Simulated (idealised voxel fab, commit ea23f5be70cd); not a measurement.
The name of this process module is voxel capacitor over wiring.
Shown is cross-section cut, with a width of 260 nm and square cells of size 5 nm.
Just so we're on the same page, the cross-sections are grids of square cells, and they're listed out in bands top to bottom, each band one or more rows deep.
Basically the band line says how high the top is and how high the bottom is, in nm, and then what's in it from left to right, every material with its width in nm. Empty space shows up as "empty", and if a single material carries "everywhere" it runs the full band edge to edge.
It should be noted that heights are counted from 0, beneath which the wafer as supplied is of one material throughout, and that the lowest band possesses no lower boundary but continues downward, as written in "0..down".
Width "30..40": first value at the band's top row of cells, second value at its bottom row, equal change from row to row.
Basically "no change occurred" means that step didn't change any cell in the cross-section.
Under "Closed void listing" you'll find the enclosed gaps, the ones with no way out to the top, that are 8 cells or bigger; each reads width x height at distance, with distance counted from the left edge, everything in nm.
Formally, on a step line, whatever follows the settings is a remark that the simulator itself makes on the step.
overlay nm: where the mask lay relative to plan, measured to the right, on steps with a mask; negatives go left.

**This section lists the process steps that were planned**
1: RECEIVE: material Si
2: CONFORMAL_DEP: material SiO2, thk nm 10
3: DIRECTIONAL_DEP: material TiN, thk nm 5
4: DIRECTIONAL_DEP: material W, thk nm 15
5: MASKED_ETCH: tone cover, mask id METAL_1, width nm 30, pitch nm 100, etch materials W, depth nm 15, overlay nm 0
6: MASKED_ETCH: tone cover, mask id METAL_1, width nm 30, pitch nm 100, etch materials TiN, depth nm 5, overlay nm 0
7: CONFORMAL_DEP: material SiN, thk nm 5
8: FILL_DEP: material lowk, thk nm 10
9: CMP: height nm 30
10: CONFORMAL_DEP: material SiCN, thk nm 5
11: DIRECTIONAL_DEP: material lowk, thk nm 15
12: MASKED_ETCH: tone open, mask id PLUG_1, width nm 15, etch materials lowk, depth nm 15, overlay nm 0
13: MASKED_ETCH: tone open, mask id PLUG_1, width nm 15, etch materials SiCN, depth nm 5, overlay nm 0
14: EPI: material Ru, thk nm 10
15: EPI: material Ru, thk nm 10
16: DIRECTIONAL_DEP: material TiN, thk nm 5
17: DIRECTIONAL_DEP: material HfO2, thk nm 5
18: DIRECTIONAL_DEP: material TiN, thk nm 10
19: DIRECTIONAL_DEP: material aC, thk nm 15
20: PATTERN: tone cover, mask id UPPER_PLATE, material resist, width nm 75, thk nm 35, overlay nm 0
21: DIRECTIONAL_ETCH: etch materials aC, depth nm 15
22: STRIP: etch materials resist
23: DIRECTIONAL_ETCH: etch materials TiN, depth nm 10
24: DIRECTIONAL_ETCH: etch materials HfO2, depth nm 5
25: STRIP: etch materials aC
26: DIRECTIONAL_DEP: material aC, thk nm 15
27: PATTERN: tone cover, mask id LOWER_PLATE, material resist, width nm 85, thk nm 30, overlay nm 0
28: DIRECTIONAL_ETCH: etch materials aC, depth nm 15
29: STRIP: etch materials resist
30: DIRECTIONAL_ETCH: etch materials TiN, depth nm 5
31: STRIP: etch materials aC
32: FILL_DEP: material SiO2, thk nm 15
33: CMP: height nm 80
34: DIRECTIONAL_DEP: material aC, thk nm 10
35: PATTERN: tone open, mask id PLUG_2, material resist, width nm 15, thk nm 25, overlay nm 0
36: DIRECTIONAL_ETCH: etch materials aC, depth nm 10
37: STRIP: etch materials resist
38: DIRECTIONAL_ETCH: etch materials SiO2, depth nm 10
39: STRIP: etch materials aC
40: CONFORMAL_DEP: material TiN, thk nm 5
41: FILL_DEP: material Cu, thk nm 5
42: CMP: height nm 80
43: CONFORMAL_DEP: material SiN, thk nm 5

**Cross-section of the wafer at receipt, which is the condition after step 1**
	0..down: Si everywhere
	Closed void listing: none

**The first of two wafers, cross-sectioned at the end of the module, with the run proceeding as planned**
	85..80: SiN everywhere
	80..75: SiO2=90, then TiN=5, then Cu=5, then TiN=5, then SiO2=155
	75..70: SiO2=90, then TiN=15, then SiO2=155
	70..60: SiO2=80, then TiN=75, then SiO2=105
	60..55: SiO2=80, then HfO2=75, then SiO2=105
	55..50: SiO2=75, then TiN=85, then SiO2=100
	50..35: lowk=80, then Ru=15, then lowk=165
	35..30: SiCN=80, then Ru=15, then SiCN=165
	30..15: lowk=60, then SiN=5, then W=30, then SiN=5, then lowk=60, then SiN=5, then W=30, then SiN=5, then lowk=60
	15..10: SiN=65, then TiN=30, then SiN=70, then TiN=30, then SiN=65
	10..0: SiO2 everywhere
	0..down: Si everywhere
	Closed void listing: none

**Wafer two, end of module, cross-section. Same start, same plan as wafer one. One mistake in the run**
	85..80: SiN everywhere
	80..70: SiO2=80, then TiN=75, then SiO2=105
	70..65: SiO2=80, then HfO2=75, then SiO2=105
	65..55: HfO2 everywhere
	55..50: TiN everywhere
	50..35: lowk=80, then Ru=15, then lowk=165
	35..30: SiCN=80, then Ru=15, then SiCN=165
	30..15: lowk=60, then SiN=5, then W=30, then SiN=5, then lowk=60, then SiN=5, then W=30, then SiN=5, then lowk=60
	15..10: SiN=65, then TiN=30, then SiN=70, then TiN=30, then SiN=65
	10..0: SiO2 everywhere
	0..down: Si everywhere
	Closed void listing: none
It is concluded that the wafer was processed incorrectly with respect to the plan, in that heads up, step 17 didn't go per plan, it actually ran as DIRECTIONAL_DEP: material HfO2, thk nm 15
Once processing is complete, comparing cell counts shows that the second wafer has more or fewer of certain materials than the first: 1 fewer of Cu | 104 more of HfO2 | 133 fewer of SiO2 | 30 more of TiN
